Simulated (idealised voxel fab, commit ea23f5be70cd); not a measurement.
The document below concerns the process module designated voxel trench capacitor.
Square cells of 5 nm make up the cross-section cut, whose width is 245 nm.
Reading order for cross-sections: top band down to bottom band. Underlying form: a grid of square cells. Band size: one or more rows of cells.
Quick guide to a band line: top height, bottom height (nm) up front; then every material left to right with its width in nm. Only one material and it's marked "edge to edge"? Then it fills the band edge to edge. And "empty" just means empty space.
For the purposes of this specification, 0 denotes the height below which the wafer in its as-received condition is composed wholly of one material, and the lowermost band, lacking a lower limit, extends downward without end, as expressed in "0 and below".
Per-row width for "30->40": begins at first number (top row of band), ends at second number (bottom row), increment between rows held constant.
It should be understood that the words "stayed the same", when stated for a given step, signify that the cross-section underwent no change in any of its cells during that step.
Look at "Completely sealed voids" for the closed voids: empty spaces with no open path to the top, sized 8 cells or up. Each is width x height at distance, distance from the left edge, all nm.
Where a step's line continues beyond its settings, the continuation is a remark by the simulator itself on that step.
The "overlay nm" setting may appear on a step's line; for a step that uses a mask, it gives how far to the right of its planned position the mask lay, and a negative value indicates the left.

## These are the steps we planned for the process
1 RECEIVE [material Si]
2 CONFORMAL_DEP [material SiN] [thk nm 5]
3 DIRECTIONAL_DEP [material aC] [thk nm 15]
4 PATTERN [tone open] [mask id TRENCH] [material resist] [width nm 15] [pitch nm 35] [thk nm 35] [overlay nm 0]
5 DIRECTIONAL_ETCH [etch materials aC] [depth nm 15]
6 STRIP [etch materials resist]
7 DIRECTIONAL_ETCH [etch materials SiN] [depth nm 5]
8 DIRECTIONAL_ETCH [etch materials Si] [depth nm 35]
9 STRIP [etch materials aC]
10 CONFORMAL_DEP [material SiO2] [thk nm 5]
11 FILL_DEP [material polySi] [thk nm 10]
12 CMP [height nm 5]

## First wafer of two (run as planned)

## Shown in cross-section is the wafer as received, that is, as it stands after step 1
    0 and below: Si edge to edge
    Completely sealed voids: none

## Cross-section of the wafer after step 2
    5 down to 0: SiN edge to edge
    Below a height of 0, the structure has not been altered.

## Cross-section of the wafer after step 3
    20 down to 5: aC edge to edge
    Below a height of 5, the structure has not been altered.

## Cross-section of the wafer after step 4
    55 down to 20: 95 resist, 15 empty, 20 resist, 15 empty, 100 resist
    Below a height of 20, the structure has not been altered.

## Cross-section of the wafer after step 5
    40 down to 20: 95 resist, 15 empty, 20 resist, 15 empty, 100 resist
    20 down to 5: 95 aC, 15 empty, 20 aC, 15 empty, 100 aC
    Below a height of 5, the structure has not been altered.

## Cross-section of the wafer after step 6
    20 down to 5: 95 aC, 15 empty, 20 aC, 15 empty, 100 aC
    Below a height of 5, the structure has not been altered.

## Cross-section of the wafer after step 7
    20 down to 5: 95 aC, 15 empty, 20 aC, 15 empty, 100 aC
    5 down to 0: 95 SiN, 15 empty, 20 SiN, 15 empty, 100 SiN
    Below a height of 0, the structure has not been altered.

## Cross-section of the wafer after step 8
    20 down to 5: 95 aC, 15 empty, 20 aC, 15 empty, 100 aC
    5 down to 0: 95 SiN, 15 empty, 20 SiN, 15 empty, 100 SiN
    0 down to -35: 95 Si, 15 empty, 20 Si, 15 empty, 100 Si
    Below a height of -35, the structure has not been altered.

## Cross-section of the wafer after step 9
    5 down to 0: 95 SiN, 15 empty, 20 SiN, 15 empty, 100 SiN
    Below a height of 0, the structure has not been altered.

## Cross-section of the wafer after step 10
    10 down to 5: 100 SiO2, 5 empty, 30 SiO2, 5 empty, 105 SiO2
    5 down to 0: 95 SiN, 5 SiO2, 5 empty, 5 SiO2, 20 SiN, 5 SiO2, 5 empty, 5 SiO2, 100 SiN
    0 down to -30: 95 Si, 5 SiO2, 5 empty, 5 SiO2, 20 Si, 5 SiO2, 5 empty, 5 SiO2, 100 Si
    -30 down to -35: 95 Si, 15 SiO2, 20 Si, 15 SiO2, 100 Si
    Below a height of -35, the structure has not been altered.

## Cross-section of the wafer after step 11
    20 down to 10: polySi edge to edge
    10 down to 5: 100 SiO2, 5 polySi, 30 SiO2, 5 polySi, 105 SiO2
    5 down to 0: 95 SiN, 5 SiO2, 5 polySi, 5 SiO2, 20 SiN, 5 SiO2, 5 polySi, 5 SiO2, 100 SiN
    0 down to -30: 95 Si, 5 SiO2, 5 polySi, 5 SiO2, 20 Si, 5 SiO2, 5 polySi, 5 SiO2, 100 Si
    Below a height of -30, the structure has not been altered.

## Cross-section of the wafer after step 12
    5 down to 0: 95 SiN, 5 SiO2, 5 polySi, 5 SiO2, 20 SiN, 5 SiO2, 5 polySi, 5 SiO2, 100 SiN
    Below a height of 0, the structure has not been altered.

## Companion wafer, the second of two: same beginning, same intended sequence, one mistake in carrying it out; through step 7 inclusive it tracks the first exactly

## Here is the second wafer in cross-section at the point where step 8 of the plan should have been done
    20 down to 5: 95 aC, 15 empty, 20 aC, 15 empty, 100 aC
    5 down to 0: 95 SiN, 15 empty, 20 SiN, 15 empty, 100 SiN
    0 down to -30: 95 Si, 15 empty, 20 Si, 15 empty, 100 Si
    Below a height of -30, the structure has not been altered.

## Here is the second wafer in cross-section at the point where step 9 of the plan should have been done
    5 down to 0: 95 SiN, 15 empty, 20 SiN, 15 empty, 100 SiN
    Below a height of 0, the structure has not been altered.

## Here is the second wafer in cross-section at the point where step 10 of the plan should have been done
    10 down to 5: 100 SiO2, 5 empty, 30 SiO2, 5 empty, 105 SiO2
    5 down to 0: 95 SiN, 5 SiO2, 5 empty, 5 SiO2, 20 SiN, 5 SiO2, 5 empty, 5 SiO2, 100 SiN
    0 down to -25: 95 Si, 5 SiO2, 5 empty, 5 SiO2, 20 Si, 5 SiO2, 5 empty, 5 SiO2, 100 Si
    -25 down to -30: 95 Si, 15 SiO2, 20 Si, 15 SiO2, 100 Si
    Below a height of -30, the structure has not been altered.

## Here is the second wafer in cross-section at the point where step 11 of the plan should have been done
    20 down to 10: polySi edge to edge
    10 down to 5: 100 SiO2, 5 polySi, 30 SiO2, 5 polySi, 105 SiO2
    5 down to 0: 95 SiN, 5 SiO2, 5 polySi, 5 SiO2, 20 SiN, 5 SiO2, 5 polySi, 5 SiO2, 100 SiN
    0 down to -25: 95 Si, 5 SiO2, 5 polySi, 5 SiO2, 20 Si, 5 SiO2, 5 polySi, 5 SiO2, 100 Si
    Below a height of -25, the structure has not been altered.

## Here is the second wafer in cross-section at the point where step 12 of the plan should have been done
    5 down to 0: 95 SiN, 5 SiO2, 5 polySi, 5 SiO2, 20 SiN, 5 SiO2, 5 polySi, 5 SiO2, 100 SiN
    Below a height of 0, the structure has not been altered.
The mistake made against the process plan was this: note that step 8 departed from the planned setting and was carried out as DIRECTIONAL_ETCH [etch materials Si] [depth nm 30]
Cell-count delta at end, second wafer over first, by material: Si +6; SiO2 -4; polySi -2
